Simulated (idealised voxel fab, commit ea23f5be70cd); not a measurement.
Process module in this document: voxel wiring stack
It is cross-section cut that appears here, measuring 245 nm in width, its square cells being 5 nm in size.
Cross-section format: a grid of square cells, given as bands from top to bottom; each band is one or more rows of cells. For a band, the entry starts with two heights in nm, that of the top and then that of the bottom, and carries on with the band's materials in order from left to right, each alongside its width in nm; the word "full width" beside a single material means it fills the band edge to edge, and "air" means empty space. Height is counted from the level 0, under which the received wafer is composed throughout of one material. The lowest of the bands is not closed at the bottom but continues downward, in the notation "from 0 down". A width such as "30->40" changes by the same amount from each row of cells to the next, from the band's top row to its bottom row. Step marked "nothing was modified"? Then no cell in the cross-section changed in it. The entry titled "Cavities, sealed" provides the empty spaces that have no open way to the top, restricted to those of 8 cells or more. Each is presented as width x height at distance, the distance being measured from the left edge, with all three in nm. Text after the settings on a step's line: the simulator's own remark on that step. "overlay nm" answers the question of how far to the right of plan the mask lay on a step that has a mask, and when it is negative the answer is to the left.

The planned process steps are enumerated hereunder
1) RECEIVE,material Si
2) CONFORMAL_DEP,material SiO2,thk nm 15
3) CONFORMAL_DEP,material SiN,thk nm 5
4) DIRECTIONAL_DEP,material SiO2,thk nm 20
5) DIRECTIONAL_DEP,material aC,thk nm 15
6) PATTERN,tone open,mask id METAL_1,material resist,width nm 20,pitch nm 45,thk nm 30,overlay nm 0
7) DIRECTIONAL_ETCH,etch materials aC,depth nm 15
8) STRIP,etch materials resist
9) DIRECTIONAL_ETCH,etch materials SiO2,depth nm 20
10) DIRECTIONAL_ETCH,etch materials SiN,depth nm 5
11) STRIP,etch materials aC
12) CONFORMAL_DEP,material TiN,thk nm 5
13) FILL_DEP,material W,thk nm 10
14) CMP,height nm 40
15) EPI,material Ru,thk nm 5
16) FILL_DEP,material SiCN,thk nm 5
17) DIRECTIONAL_DEP,material lowk,thk nm 30
18) PATTERN,tone open,mask id METAL_2,material resist,width nm 20,pitch nm 45,thk nm 15,overlay nm 0
19) DIRECTIONAL_ETCH,etch materials lowk,depth nm 15
20) STRIP,etch materials resist
21) DIRECTIONAL_DEP,material aC,thk nm 10
22) PATTERN,tone open,mask id METAL_2_HOLES,material resist,width nm 15,pitch nm 45,thk nm 30,overlay nm 0
23) DIRECTIONAL_ETCH,etch materials aC,depth nm 10
24) STRIP,etch materials resist
25) DIRECTIONAL_ETCH,etch materials lowk,depth nm 15
26) DIRECTIONAL_ETCH,etch materials SiCN,depth nm 5
27) STRIP,etch materials aC
28) CONFORMAL_DEP,material TiN,thk nm 5
29) FILL_DEP,material Ru,thk nm 5
30) CMP,height nm 80
31) CONFORMAL_DEP,material SiCN,thk nm 5
32) DIRECTIONAL_DEP,material lowk,thk nm 30
33) MASKED_ETCH,tone open,mask id METAL_3_HOLES,width nm 15,pitch nm 45,etch materials lowk,depth nm 30,overlay nm 0
34) MASKED_ETCH,tone open,mask id METAL_3,width nm 20,pitch nm 45,etch materials lowk,depth nm 15,overlay nm 0
35) MASKED_ETCH,tone open,mask id METAL_3,width nm 20,pitch nm 45,etch materials SiCN,depth nm 5,overlay nm 0
36) CONFORMAL_DEP,material TiN,thk nm 5
37) FILL_DEP,material Ru,thk nm 10
38) CMP,height nm 115
39) CONFORMAL_DEP,material SiCN,thk nm 5
40) DIRECTIONAL_DEP,material SiO2,thk nm 35
41) DIRECTIONAL_DEP,material aC,thk nm 10
42) PATTERN,tone open,mask id METAL_4,material resist,width nm 20,pitch nm 45,thk nm 25,overlay nm 0
43) DIRECTIONAL_ETCH,etch materials aC,depth nm 10
44) STRIP,etch materials resist
45) DIRECTIONAL_ETCH,etch materials SiO2,depth nm 20
46) STRIP,etch materials aC
47) MASKED_ETCH,tone open,mask id METAL_4_HOLES,width nm 15,pitch nm 45,etch materials SiO2,depth nm 15,overlay nm 0
48) MASKED_ETCH,tone open,mask id METAL_4_HOLES,width nm 15,pitch nm 45,etch materials SiCN,depth nm 5,overlay nm 0
49) CONFORMAL_DEP,material TiN,thk nm 5
50) FILL_DEP,material Cu,thk nm 5
51) CMP,height nm 155
52) CONFORMAL_DEP,material SiN,thk nm 5

Cross-section of the wafer at receipt, which is the condition after step 1
> from 0 down = Si full width
> Cavities, sealed: none

Figure: cross-sectional view of the wafer upon completion of the module, processed from the initial state and according to the plan depicted above, with one error introduced during execution
> from 160 to 155 = SiN full width
> from 155 to 140 = 45 of SiO2; 5 of TiN; 10 of Cu; 5 of TiN; 25 of SiO2; 5 of TiN; 10 of Cu; 5 of TiN; 25 of SiO2; 5 of TiN; 10 of Cu; 5 of TiN; 25 of SiO2; 5 of TiN; 10 of Cu; 5 of TiN; 45 of SiO2
> from 140 to 135 = 45 of SiO2; 5 of TiN; 5 of Cu; 10 of TiN; 25 of SiO2; 5 of TiN; 5 of Cu; 10 of TiN; 25 of SiO2; 5 of TiN; 5 of Cu; 10 of TiN; 25 of SiO2; 5 of TiN; 5 of Cu; 10 of TiN; 45 of SiO2
> from 135 to 120 = 45 of SiO2; 5 of TiN; 5 of Cu; 5 of TiN; 30 of SiO2; 5 of TiN; 5 of Cu; 5 of TiN; 30 of SiO2; 5 of TiN; 5 of Cu; 5 of TiN; 30 of SiO2; 5 of TiN; 5 of Cu; 5 of TiN; 50 of SiO2
> from 120 to 115 = 45 of SiCN; 15 of TiN; 30 of SiCN; 15 of TiN; 30 of SiCN; 15 of TiN; 30 of SiCN; 15 of TiN; 50 of SiCN
> from 115 to 105 = 45 of lowk; 5 of TiN; 10 of Ru; 5 of TiN; 25 of lowk; 5 of TiN; 10 of Ru; 5 of TiN; 25 of lowk; 5 of TiN; 10 of Ru; 5 of TiN; 25 of lowk; 5 of TiN; 10 of Ru; 5 of TiN; 45 of lowk
> from 105 to 100 = 45 of lowk; 5 of TiN; 5 of Ru; 10 of TiN; 25 of lowk; 5 of TiN; 5 of Ru; 10 of TiN; 25 of lowk; 5 of TiN; 5 of Ru; 10 of TiN; 25 of lowk; 5 of TiN; 5 of Ru; 10 of TiN; 45 of lowk
> from 100 to 85 = 45 of lowk; 5 of TiN; 5 of Ru; 5 of TiN; 30 of lowk; 5 of TiN; 5 of Ru; 5 of TiN; 30 of lowk; 5 of TiN; 5 of Ru; 5 of TiN; 30 of lowk; 5 of TiN; 5 of Ru; 5 of TiN; 50 of lowk
> from 85 to 80 = 45 of SiCN; 15 of TiN; 30 of SiCN; 15 of TiN; 30 of SiCN; 15 of TiN; 30 of SiCN; 15 of TiN; 50 of SiCN
> from 80 to 70 = 45 of lowk; 5 of TiN; 10 of Ru; 5 of TiN; 25 of lowk; 5 of TiN; 10 of Ru; 5 of TiN; 25 of lowk; 5 of TiN; 10 of Ru; 5 of TiN; 25 of lowk; 5 of TiN; 10 of Ru; 5 of TiN; 45 of lowk
> from 70 to 65 = 45 of lowk; 5 of TiN; 5 of Ru; 10 of TiN; 25 of lowk; 5 of TiN; 5 of Ru; 10 of TiN; 25 of lowk; 5 of TiN; 5 of Ru; 10 of TiN; 25 of lowk; 5 of TiN; 5 of Ru; 10 of TiN; 45 of lowk
> from 65 to 50 = 45 of lowk; 5 of TiN; 5 of Ru; 5 of TiN; 30 of lowk; 5 of TiN; 5 of Ru; 5 of TiN; 30 of lowk; 5 of TiN; 5 of Ru; 5 of TiN; 30 of lowk; 5 of TiN; 5 of Ru; 5 of TiN; 50 of lowk
> from 50 to 45 = 45 of SiCN; 15 of TiN; 30 of SiCN; 15 of TiN; 30 of SiCN; 15 of TiN; 30 of SiCN; 15 of TiN; 50 of SiCN
> from 45 to 40 = 40 of SiCN; 30 of Ru; 15 of SiCN; 30 of Ru; 15 of SiCN; 30 of Ru; 15 of SiCN; 30 of Ru; 40 of SiCN
> from 40 to 35 = 45 of SiO2; 5 of TiN; 10 of W; 5 of TiN; 25 of SiO2; 5 of TiN; 10 of W; 5 of TiN; 25 of SiO2; 5 of TiN; 10 of W; 5 of TiN; 25 of SiO2; 5 of TiN; 10 of W; 5 of TiN; 45 of SiO2
> from 35 to 30 = 45 of SiN; 20 of TiN; 25 of SiN; 20 of TiN; 25 of SiN; 20 of TiN; 25 of SiN; 20 of TiN; 45 of SiN
> from 30 to 0 = SiO2 full width
> from 0 down = Si full width
> Cavities, sealed: none
Nonconformance to the process plan: plan step 2 was twice executed
